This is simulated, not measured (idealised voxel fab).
process module | voxel spacer lines
cross-section cut | 280 nm wide | cells 5 nm
A cross-section is a grid of square cells, given in bands from the top down. A band is one or more rows of cells.
Each band's line starts with the height of the band's top and of its bottom, in nm. Then come its materials from left to right, each with its width in nm. One material with "throughout" fills the band from edge to edge. "air" is empty space.
Height 0 is the level under which the wafer as received is all one material. The lowest band goes on downwards, as in "0 down".
A width such as "30 to 40" changes by the same amount from each row of cells to the next, from the band's top row to its bottom row.
"no change" after a step means that no cell of the cross-section changed.
closed voids: empty space of 8 cells or more with no open way to the top, each as width x height at its distance from the left edge, in nm
after a step's settings: what the simulator itself notes on the step
overlay nm, on a step with a mask: how far to the right of its planned place the mask lay; to the left if negative
plan
1 op RECEIVE | material Si
2 op CONFORMAL_DEP | material Al2O3 | thk nm 10
3 op DIRECTIONAL_DEP | material polySi | thk nm 10
4 op DIRECTIONAL_DEP | material aC | thk nm 30
5 op PATTERN | tone cover | mask id MANDREL | material resist | width nm 15 | pitch nm 60 | thk nm 40 | overlay nm 0
6 op DIRECTIONAL_ETCH | etch materials aC | depth nm 30
7 op STRIP | etch materials resist
8 op CONFORMAL_DEP | material SiN | thk nm 15
9 op DIRECTIONAL_ETCH | etch materials SiN | depth nm 15
10 op STRIP | etch materials aC
11 op DIRECTIONAL_ETCH | etch materials polySi | depth nm 10
12 op STRIP | etch materials SiN
first wafer, as planned
as received, after step 1
  0 down: Si throughout
  closed voids: none
after step 2
  10 to 0: Al2O3 throughout
  below 0: unchanged
after step 3
  20 to 10: polySi throughout
  below 10: unchanged
after step 4
  50 to 20: aC throughout
  below 20: unchanged
after step 5
  90 to 50: air 100 | resist 15 | air 45 | resist 15 | air 105
  below 50: unchanged
after step 6
  60 to 50: air 100 | resist 15 | air 45 | resist 15 | air 105
  50 to 20: air 100 | aC 15 | air 45 | aC 15 | air 105
  below 20: unchanged
after step 7
  50 to 20: air 100 | aC 15 | air 45 | aC 15 | air 105
  below 20: unchanged
after step 8
  65 to 50: air 85 | SiN 45 | air 15 | SiN 45 | air 90
  50 to 35: air 85 | SiN 15 | aC 15 | SiN 15 | air 15 | SiN 15 | aC 15 | SiN 15 | air 90
  35 to 20: SiN 100 | aC 15 | SiN 45 | aC 15 | SiN 105
  below 20: unchanged
after step 9
  50 to 20: air 85 | SiN 15 | aC 15 | SiN 15 | air 15 | SiN 15 | aC 15 | SiN 15 | air 90
  below 20: unchanged
after step 10
  50 to 20: air 85 | SiN 15 | air 15 | SiN 15 | air 15 | SiN 15 | air 15 | SiN 15 | air 90
  below 20: unchanged
after step 11
  50 to 20: air 85 | SiN 15 | air 15 | SiN 15 | air 15 | SiN 15 | air 15 | SiN 15 | air 90
  20 to 10: air 85 | polySi 15 | air 15 | polySi 15 | air 15 | polySi 15 | air 15 | polySi 15 | air 90
  below 10: unchanged
after step 12
  20 to 10: air 85 | polySi 15 | air 15 | polySi 15 | air 15 | polySi 15 | air 15 | polySi 15 | air 90
  below 10: unchanged
second wafer: like start, like plan, one mistake. Through step 9 it matches the first wafer
when step 10 should have ended
  50 to 20: air 85 | SiN 15 | aC 15 | SiN 15 | air 15 | SiN 15 | aC 15 | SiN 15 | air 90
  20 to 10: air 85 | polySi 45 | air 15 | polySi 45 | air 90
  below 10: unchanged
when step 11 should have ended
  50 to 20: air 85 | SiN 15 | air 15 | SiN 15 | air 15 | SiN 15 | air 15 | SiN 15 | air 90
  below 20: unchanged
when step 12 should have ended
  20 to 10: air 85 | polySi 45 | air 15 | polySi 45 | air 90
  below 10: unchanged
what went wrong: steps 10 and 11 were swapped
at the end the second wafer has, in cells: 12 more of polySi
